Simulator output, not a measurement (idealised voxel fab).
You're looking at the process module voxel self aligned contacts.
Section shown: cut. Width: 270 nm. Cell size: 5 nm, square.
A cross-section is a grid of square cells, given in bands from the top down. A band is one or more rows of cells. Per band: top height and bottom height in nm, followed by the left-to-right materials and their widths in nm; "everywhere" marks a single material spanning edge to edge, "blank" marks empty space. Height datum 0, below which the as-received substrate wafer is one material. Lowest band open at the bottom, running downward: "0 nm and below". Width spec "30..40" -> top row of cells at first value, bottom row at second value, equal per-row change in between. Given "no change" for a step, no cell of the cross-section differs between before and after that step. "Trapped void list": sealed empty spaces, 8 cells or more, no open way to top, listed width x height at distance, with distance from the left edge and width, height and distance in nm. Read whatever lies past the settings on a step's line as the simulator's own remark about the step. "overlay nm" denotes, for a step that has a mask, the displacement of the mask to the right of its planned place, with negative values corresponding to the left.

[Process steps (planned)]
1,RECEIVE | material Si
2,OXIDIZE | depth nm 5
3,DIRECTIONAL_DEP | material polySi | thk nm 20
4,DIRECTIONAL_DEP | material SiN | thk nm 20
5,MASKED_ETCH | tone cover | mask id GATE | width nm 25 | pitch nm 60 | etch materials SiN | depth nm 20 | overlay nm 0
6,MASKED_ETCH | tone cover | mask id GATE | width nm 25 | pitch nm 60 | etch materials polySi | depth nm 20 | overlay nm 0
7,CONFORMAL_DEP | material SiN | thk nm 5
8,DIRECTIONAL_ETCH | etch materials SiN | depth nm 5
9,FILL_DEP | material SiO2 | thk nm 10
10,CMP | height nm 45
11,PATTERN | tone open | mask id CONTACT | material resist | width nm 45 | thk nm 15 | overlay nm 0
12,DIRECTIONAL_ETCH | etch materials SiO2 | depth nm 50
13,STRIP | etch materials resist
14,CONFORMAL_DEP | material TiN | thk nm 5
15,FILL_DEP | material W | thk nm 5
16,CMP | height nm 45
17,CONFORMAL_DEP | material SiCN | thk nm 5

[Wafer cross-section on receipt, i.e. after step 1]
* 0 nm and below | Si everywhere
* Trapped void list: none

[Sectioned view, first of two wafers, at the close of the module, processed as intended in the plan]
* 50 nm to 45 nm | SiCN everywhere
* 45 nm to 40 nm | SiO2 110 | TiN 15 | W 15 | TiN 15 | SiO2 115
* 40 nm to 20 nm | SiO2 85 | SiN 35 | TiN 5 | W 15 | TiN 5 | SiN 35 | SiO2 90
* 20 nm to 0 nm | SiO2 85 | SiN 5 | polySi 25 | SiN 5 | TiN 5 | W 15 | TiN 5 | SiN 5 | polySi 25 | SiN 5 | SiO2 90
* 0 nm to -5 nm | SiO2 120 | TiN 25 | SiO2 125
* -5 nm and below | Si everywhere
* Trapped void list: none

[End of module, second wafer, cross-section. Started like the first, planned like the first, run with one mistake]
* 50 nm to 45 nm | SiCN everywhere
* 45 nm to 40 nm | SiO2 110 | TiN 15 | W 15 | TiN 15 | SiO2 115
* 40 nm to 25 nm | SiO2 85 | SiN 35 | TiN 5 | W 15 | TiN 5 | SiN 35 | SiO2 90
* 25 nm to 20 nm | SiO2 85 | SiN 35 | TiN 5 | W 10 | TiN 10 | SiN 35 | SiO2 90
* 20 nm to 0 nm | SiO2 80 | SiN 5 | polySi 30 | SiN 5 | TiN 5 | W 10 | TiN 5 | SiN 5 | polySi 30 | SiN 5 | SiO2 90
* 0 nm to -5 nm | SiO2 120 | TiN 20 | SiO2 130
* -5 nm and below | Si everywhere
* Trapped void list: none
Deviation noted in wafer processing: step 6 deviated from plan and actually ran as MASKED_ETCH | tone cover | mask id GATE | width nm 25 | pitch nm 60 | etch materials polySi | depth nm 20 | overlay nm -5
Looking at both finished wafers in cells, the second ends up ahead of or behind the first on some materials: SiO2: 3 fewer, W: 5 fewer, polySi: 8 more
